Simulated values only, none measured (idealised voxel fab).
process module | voxel released beams
cross-section cut | 175 nm wide | cells 5 nm
A cross-section is a grid of square cells, given in bands from the top down. A band is one or more rows of cells.
Each band's line starts with the height of the band's top and of its bottom, in nm. Then come its materials from left to right, each with its width in nm. One material with "throughout" fills the band from edge to edge. "air" is empty space.
Height 0 is the level under which the wafer as received is all one material. The lowest band goes on downwards, as in "0 down".
A width such as "30 to 40" changes by the same amount from each row of cells to the next, from the band's top row to its bottom row.
"no change" after a step means that no cell of the cross-section changed.
closed voids: empty space of 8 cells or more with no open way to the top, each as width x height at its distance from the left edge, in nm
after a step's settings: what the simulator itself notes on the step
overlay nm, on a step with a mask: how far to the right of its planned place the mask lay; to the left if negative
plan
1 op RECEIVE | material Si
2 op CONFORMAL_DEP | material SiN | thk nm 10
3 op DIRECTIONAL_DEP | material SiO2 | thk nm 10
4 op MASKED_ETCH | tone open | mask id ANCHOR | width nm 25 | etch materials SiO2 | depth nm 10 | overlay nm 0
5 op CONFORMAL_DEP | material W | thk nm 10
6 op PATTERN | tone cover | mask id BEAM | material resist | width nm 70 | thk nm 15 | overlay nm 0
7 op DIRECTIONAL_ETCH | etch materials W | depth nm 10
8 op STRIP | etch materials resist
9 op STRIP | etch materials SiO2
as received, after step 1
  0 down: Si throughout
  closed voids: none
first wafer at the end, as planned
  30 to 20: air 50 | W 15 | air 5 | W 50 | air 55
  20 to 10: air 55 | W 25 | air 95
  10 to 0: SiN throughout
  0 down: Si throughout
  closed voids: none
second wafer at the end: like start, like plan, one mistake
  30 to 20: air 50 | W 20 | air 5 | W 45 | air 55
  20 to 10: air 60 | W 25 | air 90
  10 to 0: SiN throughout
  0 down: Si throughout
  closed voids: none
what went wrong: step 4 ran as: op MASKED_ETCH | tone open | mask id ANCHOR | width nm 25 | etch materials SiO2 | depth nm 10 | overlay nm 5
at the end the second wafer has, in cells: as many of each material as the first, in other places
